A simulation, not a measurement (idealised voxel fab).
Process module in this document: voxel lift off
This is section cut - it's 235 nm across, gridded in 5 nm square cells.
Just so we're on the same page, the cross-sections are grids of square cells, and they're listed out in bands top to bottom, each band one or more rows deep.
Read a band's entry like this: the first values are the height of its top and the height of its bottom in nm, and what follows is the sequence of materials from left to right, each with its width in nm. Note that "air" is empty space, and that a single material marked "full width" reaches across the band from edge to edge.
For the purposes of this specification, 0 denotes the height below which the wafer in its as-received condition is composed wholly of one material, and the lowermost band, lacking a lower limit, extends downward without end, as expressed in "0 down".
So if you see something like "30->40" for the width, read it as the top row of the band sitting at the first number and the bottom row at the second, with every row in between moving by the same amount as the last.
No cell of the cross-section changed in a step that is given as "left unchanged".
Closed voids list: empty space of 8 cells or more with no open way to the top, each as width x height at its distance from the left edge, in nm
Text after the settings on a step's line: the simulator's own remark on that step.
overlay nm: right-of-plan distance of the mask on a masked step; negative values mean left-of-plan.

[Set out below are the planned steps of the process]
1 RECEIVE: material Si
2 CONFORMAL_DEP: material SiN, thk nm 15
3 PATTERN: tone open, mask id LINES, material resist, width nm 15, pitch nm 30, thk nm 20, overlay nm 0
4 DIRECTIONAL_DEP: material Ru, thk nm 10
5 STRIP: etch materials resist
6 CONFORMAL_DEP: material SiCN, thk nm 10

[As-received state of the wafer in cross-section, equivalent to post-step 1]
	0 down | Si full width
	Closed voids list: none

[The module was run from the start shown above using the plan shown above, but one mistake was made doing it; the resulting wafer cross-section is below]
	50 to 40 | 70 air | 95 SiCN | 70 air
	40 to 30 | 80 SiCN | 15 Ru | 15 SiCN | 15 Ru | 15 SiCN | 15 Ru | 80 SiCN
	30 to 0 | SiN full width
	0 down | Si full width
	Closed voids list: none
Processing error: the plan had its step 2 run twice
